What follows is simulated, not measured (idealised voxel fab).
Process module heading - voxel self aligned vias
Square cell edge 5 nm, section width 270 nm, ID cut.
Bands, listed from the top down, are how a cross-section gets written in this document; the cross-section itself is a grid of square cells, and a band is one or more rows of them. Within each band entry, the heights of the top and of the bottom of the band appear first, in that order and in nm; the materials of the band then follow from left to right, each with its corresponding width in nm. The designation "all across" on a single material indicates that it fills the band from edge to edge; the designation "blank" indicates empty space. Ref level 0: as-received wafer is one material below here. Bottom band extends down with no lower bound ("top 0, no bottom"). Read "30->40" as a graded width: first number on top, second number at the bottom, same change between each pair of neighbouring rows. No cell of the cross-section changed in a step that is given as "remained unchanged". "Enclosed void listing" - sealed voids, min. 8 cells, no opening to top; format: width x height at distance (distance from left edge; nm throughout). The remark found on a step's line after its settings is issued by the simulator itself and pertains to that step. Steps that use a mask can have "overlay nm" on their line. It says how far the mask sat to the right of where it was meant to be. Negative means to the left.
Below is the list of planned process steps:
step 1: op RECEIVE | material Si
step 2: op CONFORMAL_DEP | material SiO2 | thk nm 10
step 3: op CONFORMAL_DEP | material SiCN | thk nm 5
step 4: op DIRECTIONAL_DEP | material SiO2 | thk nm 30
step 5: op PATTERN | tone open | mask id LINES | material resist | width nm 20 | pitch nm 55 | thk nm 15 | overlay nm 0
step 6: op DIRECTIONAL_ETCH | etch materials SiO2 | depth nm 30
step 7: op STRIP | etch materials resist
step 8: op CONFORMAL_DEP | material TiN | thk nm 5
step 9: op FILL_DEP | material W | thk nm 10
step 10: op CMP | height nm 45
step 11: op SELECTIVE_ETCH | etch materials W Ru TiN | depth nm 5
step 12: op FILL_DEP | material SiN | thk nm 5
step 13: op CMP | height nm 45
step 14: op DIRECTIONAL_DEP | material SiO2 | thk nm 15
step 15: op DIRECTIONAL_DEP | material aC | thk nm 10
step 16: op PATTERN | tone open | mask id VIAS | material resist | width nm 40 | pitch nm 110 | thk nm 25 | overlay nm 0
step 17: op DIRECTIONAL_ETCH | etch materials aC | depth nm 10
step 18: op STRIP | etch materials resist
step 19: op DIRECTIONAL_ETCH | etch materials SiO2 | depth nm 15
step 20: op DIRECTIONAL_ETCH | etch materials SiN | depth nm 5
step 21: op STRIP | etch materials aC
step 22: op CONFORMAL_DEP | material TiN | thk nm 5
step 23: op FILL_DEP | material Cu | thk nm 5
step 24: op CMP | height nm 60
step 25: op CONFORMAL_DEP | material SiN | thk nm 5
The first wafer of two, processed as planned:
Shown in cross-section is the wafer as received, that is, as it stands after step 1:
top 0, no bottom  Si all across
Enclosed void listing: none
Cross-section of the wafer subsequent to step 2:
top 10, bottom 0  SiO2 all across
Anything lower than 0 is untouched.
Cross-section of the wafer subsequent to step 3:
top 15, bottom 10  SiCN all across
Anything lower than 10 is untouched.
Cross-section of the wafer subsequent to step 4:
top 45, bottom 15  SiO2 all across
Anything lower than 15 is untouched.
Cross-section of the wafer subsequent to step 5:
top 60, bottom 45  70 nm resist  20 nm blank  35 nm resist  20 nm blank  35 nm resist  20 nm blank  70 nm resist
Anything lower than 45 is untouched.
Cross-section of the wafer subsequent to step 6:
top 60, bottom 45  70 nm resist  20 nm blank  35 nm resist  20 nm blank  35 nm resist  20 nm blank  70 nm resist
top 45, bottom 15  70 nm SiO2  20 nm blank  35 nm SiO2  20 nm blank  35 nm SiO2  20 nm blank  70 nm SiO2
Anything lower than 15 is untouched.
Cross-section of the wafer subsequent to step 7:
top 45, bottom 15  70 nm SiO2  20 nm blank  35 nm SiO2  20 nm blank  35 nm SiO2  20 nm blank  70 nm SiO2
Anything lower than 15 is untouched.
Cross-section of the wafer subsequent to step 8:
top 50, bottom 45  75 nm TiN  10 nm blank  45 nm TiN  10 nm blank  45 nm TiN  10 nm blank  75 nm TiN
top 45, bottom 20  70 nm SiO2  5 nm TiN  10 nm blank  5 nm TiN  35 nm SiO2  5 nm TiN  10 nm blank  5 nm TiN  35 nm SiO2  5 nm TiN  10 nm blank  5 nm TiN  70 nm SiO2
top 20, bottom 15  70 nm SiO2  20 nm TiN  35 nm SiO2  20 nm TiN  35 nm SiO2  20 nm TiN  70 nm SiO2
Anything lower than 15 is untouched.
Cross-section of the wafer subsequent to step 9:
top 60, bottom 50  W all across
top 50, bottom 45  75 nm TiN  10 nm W  45 nm TiN  10 nm W  45 nm TiN  10 nm W  75 nm TiN
top 45, bottom 20  70 nm SiO2  5 nm TiN  10 nm W  5 nm TiN  35 nm SiO2  5 nm TiN  10 nm W  5 nm TiN  35 nm SiO2  5 nm TiN  10 nm W  5 nm TiN  70 nm SiO2
Anything lower than 20 is untouched.
Cross-section of the wafer subsequent to step 10:
top 45, bottom 20  70 nm SiO2  5 nm TiN  10 nm W  5 nm TiN  35 nm SiO2  5 nm TiN  10 nm W  5 nm TiN  35 nm SiO2  5 nm TiN  10 nm W  5 nm TiN  70 nm SiO2
Anything lower than 20 is untouched.
Cross-section of the wafer subsequent to step 11:
top 45, bottom 40  70 nm SiO2  20 nm blank  35 nm SiO2  20 nm blank  35 nm SiO2  20 nm blank  70 nm SiO2
Anything lower than 40 is untouched.
Cross-section of the wafer subsequent to step 12:
top 50, bottom 45  SiN all across
top 45, bottom 40  70 nm SiO2  20 nm SiN  35 nm SiO2  20 nm SiN  35 nm SiO2  20 nm SiN  70 nm SiO2
Anything lower than 40 is untouched.
Cross-section of the wafer subsequent to step 13:
top 45, bottom 40  70 nm SiO2  20 nm SiN  35 nm SiO2  20 nm SiN  35 nm SiO2  20 nm SiN  70 nm SiO2
Anything lower than 40 is untouched.
Cross-section of the wafer subsequent to step 14:
top 60, bottom 45  SiO2 all across
Anything lower than 45 is untouched.
Cross-section of the wafer subsequent to step 15:
top 70, bottom 60  aC all across
Anything lower than 60 is untouched.
Cross-section of the wafer subsequent to step 16:
top 95, bottom 70  60 nm resist  40 nm blank  70 nm resist  40 nm blank  60 nm resist
Anything lower than 70 is untouched.
Cross-section of the wafer subsequent to step 17:
top 85, bottom 70  60 nm resist  40 nm blank  70 nm resist  40 nm blank  60 nm resist
top 70, bottom 60  60 nm aC  40 nm blank  70 nm aC  40 nm blank  60 nm aC
Anything lower than 60 is untouched.
Cross-section of the wafer subsequent to step 18:
top 70, bottom 60  60 nm aC  40 nm blank  70 nm aC  40 nm blank  60 nm aC
Anything lower than 60 is untouched.
Cross-section of the wafer subsequent to step 19:
top 70, bottom 60  60 nm aC  40 nm blank  70 nm aC  40 nm blank  60 nm aC
top 60, bottom 45  60 nm SiO2  40 nm blank  70 nm SiO2  40 nm blank  60 nm SiO2
Anything lower than 45 is untouched.
Cross-section of the wafer subsequent to step 20:
top 70, bottom 60  60 nm aC  40 nm blank  70 nm aC  40 nm blank  60 nm aC
top 60, bottom 45  60 nm SiO2  40 nm blank  70 nm SiO2  40 nm blank  60 nm SiO2
top 45, bottom 40  70 nm SiO2  20 nm blank  35 nm SiO2  20 nm SiN  35 nm SiO2  20 nm blank  70 nm SiO2
Anything lower than 40 is untouched.
Cross-section of the wafer subsequent to step 21:
top 60, bottom 45  60 nm SiO2  40 nm blank  70 nm SiO2  40 nm blank  60 nm SiO2
Anything lower than 45 is untouched.
Cross-section of the wafer subsequent to step 22:
top 65, bottom 60  65 nm TiN  30 nm blank  80 nm TiN  30 nm blank  65 nm TiN
top 60, bottom 50  60 nm SiO2  5 nm TiN  30 nm blank  5 nm TiN  70 nm SiO2  5 nm TiN  30 nm blank  5 nm TiN  60 nm SiO2
top 50, bottom 45  60 nm SiO2  15 nm TiN  10 nm blank  15 nm TiN  70 nm SiO2  15 nm TiN  10 nm blank  15 nm TiN  60 nm SiO2
top 45, bottom 40  70 nm SiO2  20 nm TiN  35 nm SiO2  20 nm SiN  35 nm SiO2  20 nm TiN  70 nm SiO2
Anything lower than 40 is untouched.
Cross-section of the wafer subsequent to step 23:
top 70, bottom 65  Cu all across
top 65, bottom 60  65 nm TiN  30 nm Cu  80 nm TiN  30 nm Cu  65 nm TiN
top 60, bottom 50  60 nm SiO2  5 nm TiN  30 nm Cu  5 nm TiN  70 nm SiO2  5 nm TiN  30 nm Cu  5 nm TiN  60 nm SiO2
top 50, bottom 45  60 nm SiO2  15 nm TiN  10 nm Cu  15 nm TiN  70 nm SiO2  15 nm TiN  10 nm Cu  15 nm TiN  60 nm SiO2
Anything lower than 45 is untouched.
Cross-section of the wafer subsequent to step 24:
top 60, bottom 50  60 nm SiO2  5 nm TiN  30 nm Cu  5 nm TiN  70 nm SiO2  5 nm TiN  30 nm Cu  5 nm TiN  60 nm SiO2
Anything lower than 50 is untouched.
Cross-section of the wafer subsequent to step 25:
top 65, bottom 60  SiN all across
Anything lower than 60 is untouched.
Second of two: same start, same plan, one run error; steps up to and including 4 match the first:
Second wafer, sectioned view, at step 5's planned end time:
top 60, bottom 45  65 nm resist  30 nm blank  25 nm resist  30 nm blank  25 nm resist  30 nm blank  65 nm resist
Anything lower than 45 is untouched.
Second wafer, sectioned view, at step 6's planned end time:
top 60, bottom 45  65 nm resist  30 nm blank  25 nm resist  30 nm blank  25 nm resist  30 nm blank  65 nm resist
top 45, bottom 15  65 nm SiO2  30 nm blank  25 nm SiO2  30 nm blank  25 nm SiO2  30 nm blank  65 nm SiO2
Anything lower than 15 is untouched.
Second wafer, sectioned view, at step 7's planned end time:
top 45, bottom 15  65 nm SiO2  30 nm blank  25 nm SiO2  30 nm blank  25 nm SiO2  30 nm blank  65 nm SiO2
Anything lower than 15 is untouched.
Second wafer, sectioned view, at step 8's planned end time:
top 50, bottom 45  70 nm TiN  20 nm blank  35 nm TiN  20 nm blank  35 nm TiN  20 nm blank  70 nm TiN
top 45, bottom 20  65 nm SiO2  5 nm TiN  20 nm blank  5 nm TiN  25 nm SiO2  5 nm TiN  20 nm blank  5 nm TiN  25 nm SiO2  5 nm TiN  20 nm blank  5 nm TiN  65 nm SiO2
top 20, bottom 15  65 nm SiO2  30 nm TiN  25 nm SiO2  30 nm TiN  25 nm SiO2  30 nm TiN  65 nm SiO2
Anything lower than 15 is untouched.
Second wafer, sectioned view, at step 9's planned end time:
top 60, bottom 50  W all across
top 50, bottom 45  70 nm TiN  20 nm W  35 nm TiN  20 nm W  35 nm TiN  20 nm W  70 nm TiN
top 45, bottom 20  65 nm SiO2  5 nm TiN  20 nm W  5 nm TiN  25 nm SiO2  5 nm TiN  20 nm W  5 nm TiN  25 nm SiO2  5 nm TiN  20 nm W  5 nm TiN  65 nm SiO2
Anything lower than 20 is untouched.
Second wafer, sectioned view, at step 10's planned end time:
top 45, bottom 20  65 nm SiO2  5 nm TiN  20 nm W  5 nm TiN  25 nm SiO2  5 nm TiN  20 nm W  5 nm TiN  25 nm SiO2  5 nm TiN  20 nm W  5 nm TiN  65 nm SiO2
Anything lower than 20 is untouched.
Second wafer, sectioned view, at step 11's planned end time:
top 45, bottom 40  65 nm SiO2  30 nm blank  25 nm SiO2  30 nm blank  25 nm SiO2  30 nm blank  65 nm SiO2
Anything lower than 40 is untouched.
Second wafer, sectioned view, at step 12's planned end time:
top 50, bottom 45  SiN all across
top 45, bottom 40  65 nm SiO2  30 nm SiN  25 nm SiO2  30 nm SiN  25 nm SiO2  30 nm SiN  65 nm SiO2
Anything lower than 40 is untouched.
Second wafer, sectioned view, at step 13's planned end time:
top 45, bottom 40  65 nm SiO2  30 nm SiN  25 nm SiO2  30 nm SiN  25 nm SiO2  30 nm SiN  65 nm SiO2
Anything lower than 40 is untouched.
Second wafer, sectioned view, at step 14's planned end time:
top 60, bottom 45  SiO2 all across
Anything lower than 45 is untouched.
Second wafer, sectioned view, at step 15's planned end time:
top 70, bottom 60  aC all across
Anything lower than 60 is untouched.
Second wafer, sectioned view, at step 16's planned end time:
top 95, bottom 70  60 nm resist  40 nm blank  70 nm resist  40 nm blank  60 nm resist
Anything lower than 70 is untouched.
Second wafer, sectioned view, at step 17's planned end time:
top 85, bottom 70  60 nm resist  40 nm blank  70 nm resist  40 nm blank  60 nm resist
top 70, bottom 60  60 nm aC  40 nm blank  70 nm aC  40 nm blank  60 nm aC
Anything lower than 60 is untouched.
Second wafer, sectioned view, at step 18's planned end time:
top 70, bottom 60  60 nm aC  40 nm blank  70 nm aC  40 nm blank  60 nm aC
Anything lower than 60 is untouched.
Second wafer, sectioned view, at step 19's planned end time:
top 70, bottom 60  60 nm aC  40 nm blank  70 nm aC  40 nm blank  60 nm aC
top 60, bottom 45  60 nm SiO2  40 nm blank  70 nm SiO2  40 nm blank  60 nm SiO2
Anything lower than 45 is untouched.
Second wafer, sectioned view, at step 20's planned end time:
top 70, bottom 60  60 nm aC  40 nm blank  70 nm aC  40 nm blank  60 nm aC
top 60, bottom 45  60 nm SiO2  40 nm blank  70 nm SiO2  40 nm blank  60 nm SiO2
top 45, bottom 40  65 nm SiO2  30 nm blank  25 nm SiO2  30 nm SiN  25 nm SiO2  30 nm blank  65 nm SiO2
Anything lower than 40 is untouched.
Second wafer, sectioned view, at step 21's planned end time:
top 60, bottom 45  60 nm SiO2  40 nm blank  70 nm SiO2  40 nm blank  60 nm SiO2
Anything lower than 45 is untouched.
Second wafer, sectioned view, at step 22's planned end time:
top 65, bottom 60  65 nm TiN  30 nm blank  80 nm TiN  30 nm blank  65 nm TiN
top 60, bottom 50  60 nm SiO2  5 nm TiN  30 nm blank  5 nm TiN  70 nm SiO2  5 nm TiN  30 nm blank  5 nm TiN  60 nm SiO2
top 50, bottom 45  60 nm SiO2  10 nm TiN  20 nm blank  10 nm TiN  70 nm SiO2  10 nm TiN  20 nm blank  10 nm TiN  60 nm SiO2
top 45, bottom 40  65 nm SiO2  30 nm TiN  25 nm SiO2  30 nm SiN  25 nm SiO2  30 nm TiN  65 nm SiO2
Anything lower than 40 is untouched.
Second wafer, sectioned view, at step 23's planned end time:
top 70, bottom 65  Cu all across
top 65, bottom 60  65 nm TiN  30 nm Cu  80 nm TiN  30 nm Cu  65 nm TiN
top 60, bottom 50  60 nm SiO2  5 nm TiN  30 nm Cu  5 nm TiN  70 nm SiO2  5 nm TiN  30 nm Cu  5 nm TiN  60 nm SiO2
top 50, bottom 45  60 nm SiO2  10 nm TiN  20 nm Cu  10 nm TiN  70 nm SiO2  10 nm TiN  20 nm Cu  10 nm TiN  60 nm SiO2
Anything lower than 45 is untouched.
Second wafer, sectioned view, at step 24's planned end time:
top 60, bottom 50  60 nm SiO2  5 nm TiN  30 nm Cu  5 nm TiN  70 nm SiO2  5 nm TiN  30 nm Cu  5 nm TiN  60 nm SiO2
Anything lower than 50 is untouched.
Second wafer, sectioned view, at step 25's planned end time:
top 65, bottom 60  SiN all across
Anything lower than 60 is untouched.
What was done differently from what was planned? step 5 ran as: op PATTERN | tone open | mask id LINES | material resist | width nm 30 | pitch nm 55 | thk nm 15 | overlay nm 0
At the finish, the second wafer shows more or fewer cells for some materials than the first does: Cu +4 | SiN +2 | SiO2 -36 | TiN +6 | W +24
